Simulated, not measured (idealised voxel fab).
The process module presented herein is designated voxel self aligned vias.
Pictured: cross-section cut, 295 nm wide, on a grid of 5 nm square cells.
The cross-sections in this document take the form of a grid made of square cells. They are written out as bands, in order from top to bottom. Each band consists of one or more rows of cells.
In this notation a band is specified by the heights of its top and bottom, in that order and in nm, after which its materials appear from left to right, each paired with its width in nm. The word "throughout" attached to a single material means that material fills the band from edge to edge; the word "empty" stands for empty space.
It should be noted that heights are counted from 0, beneath which the wafer as supplied is of one material throughout, and that the lowest band possesses no lower boundary but continues downward, as written in "0 down".
Quick explanation for "30->40": the width changes in equal steps down the rows of cells, from the first number in the band's top row to the second number in its bottom row.
For the purposes of this document, the phrase "identical to before" attached to a step denotes that no cell within the cross-section was modified by that step.
Closed empty spaces (no open way to the top) of 8 cells or more are what "Enclosed void catalog" lists, each as width x height at distance from the left edge, nm for all three.
What comes after the settings on a step's line is commentary from the simulator itself on that step.
overlay nm: mask right of planned place by this much (step with mask). Neg. = left.
The steps planned for the process are as follows:
1. op RECEIVE | material Si
2. op CONFORMAL_DEP | material SiO2 | thk nm 10
3. op CONFORMAL_DEP | material SiCN | thk nm 5
4. op DIRECTIONAL_DEP | material lowk | thk nm 25
5. op DIRECTIONAL_DEP | material aC | thk nm 10
6. op PATTERN | tone open | mask id LINES | material resist | width nm 25 | pitch nm 50 | thk nm 30 | overlay nm 0
7. op DIRECTIONAL_ETCH | etch materials aC | depth nm 10
8. op STRIP | etch materials resist
9. op DIRECTIONAL_ETCH | etch materials lowk | depth nm 25
10. op STRIP | etch materials aC
11. op CONFORMAL_DEP | material TiN | thk nm 5
12. op FILL_DEP | material Ru | thk nm 5
13. op CMP | height nm 40
14. op SELECTIVE_ETCH | etch materials W Ru TiN | depth nm 5
15. op FILL_DEP | material SiN | thk nm 10
16. op CMP | height nm 40
17. op DIRECTIONAL_DEP | material lowk | thk nm 15
18. op PATTERN | tone open | mask id VIAS | material resist | width nm 25 | thk nm 15 | overlay nm 0
19. op DIRECTIONAL_ETCH | etch materials lowk | depth nm 15
20. op DIRECTIONAL_ETCH | etch materials SiN | depth nm 5
21. op STRIP | etch materials resist
22. op CONFORMAL_DEP | material TiN | thk nm 5
23. op FILL_DEP | material Cu | thk nm 10
24. op CMP | height nm 55
25. op CONFORMAL_DEP | material SiCN | thk nm 5
It is noted that the wafers described herein are identical at the outset and are distinguished by the width nm of step 18; the value stated in the plan corresponds to the first wafer.
First of several wafers (as received, post step 1), cross-sectional view:
0 down | Si throughout
Enclosed void catalog: none
Once step 25, the last step, is complete, the module is at its end; this is the cross-section of the first of several wafers:
60 to 55 | SiCN throughout
55 to 40 | lowk 110, then TiN 5, then Cu 15, then TiN 5, then lowk 160
40 to 35 | lowk 110, then TiN 25, then lowk 25, then SiN 25, then lowk 110
35 to 20 | lowk 110, then TiN 5, then Ru 15, then TiN 5, then lowk 25, then TiN 5, then Ru 15, then TiN 5, then lowk 110
20 to 15 | lowk 110, then TiN 25, then lowk 25, then TiN 25, then lowk 110
15 to 10 | SiCN throughout
10 to 0 | SiO2 throughout
0 down | Si throughout
Enclosed void catalog: none
Cross-section at module completion, last wafer:
60 to 55 | SiCN throughout
55 to 45 | lowk 100, then TiN 5, then Cu 40, then TiN 5, then lowk 145
45 to 40 | lowk 100, then TiN 15, then Cu 15, then TiN 20, then lowk 145
40 to 35 | lowk 110, then TiN 25, then lowk 25, then SiN 25, then lowk 110
35 to 20 | lowk 110, then TiN 5, then Ru 15, then TiN 5, then lowk 25, then TiN 5, then Ru 15, then TiN 5, then lowk 110
20 to 15 | lowk 110, then TiN 25, then lowk 25, then TiN 25, then lowk 110
15 to 10 | SiCN throughout
10 to 0 | SiO2 throughout
0 down | Si throughout
Enclosed void catalog: none
Below, a row for every wafer. Read it as the end-of-module picture: for each material the wafer shows its cells gained (+) or lost (-) since it was received, and then its closed voids:
width nm 25, +9 Cu, +18 Ru, +118 SiCN, +5 SiN, +118 SiO2, +33 TiN, +407 lowk, Enclosed void catalog: none
width nm 30, +11 Cu, +18 Ru, +118 SiCN, +5 SiN, +118 SiO2, +34 TiN, +404 lowk, Enclosed void catalog: none
width nm 35, +13 Cu, +18 Ru, +118 SiCN, +5 SiN, +118 SiO2, +35 TiN, +401 lowk, Enclosed void catalog: none
width nm 40, +15 Cu, +18 Ru, +118 SiCN, +5 SiN, +118 SiO2, +36 TiN, +398 lowk, Enclosed void catalog: none
width nm 45, +17 Cu, +18 Ru, +118 SiCN, +5 SiN, +118 SiO2, +37 TiN, +395 lowk, Enclosed void catalog: none
width nm 50, +19 Cu, +18 Ru, +118 SiCN, +5 SiN, +118 SiO2, +38 TiN, +392 lowk, Enclosed void catalog: none
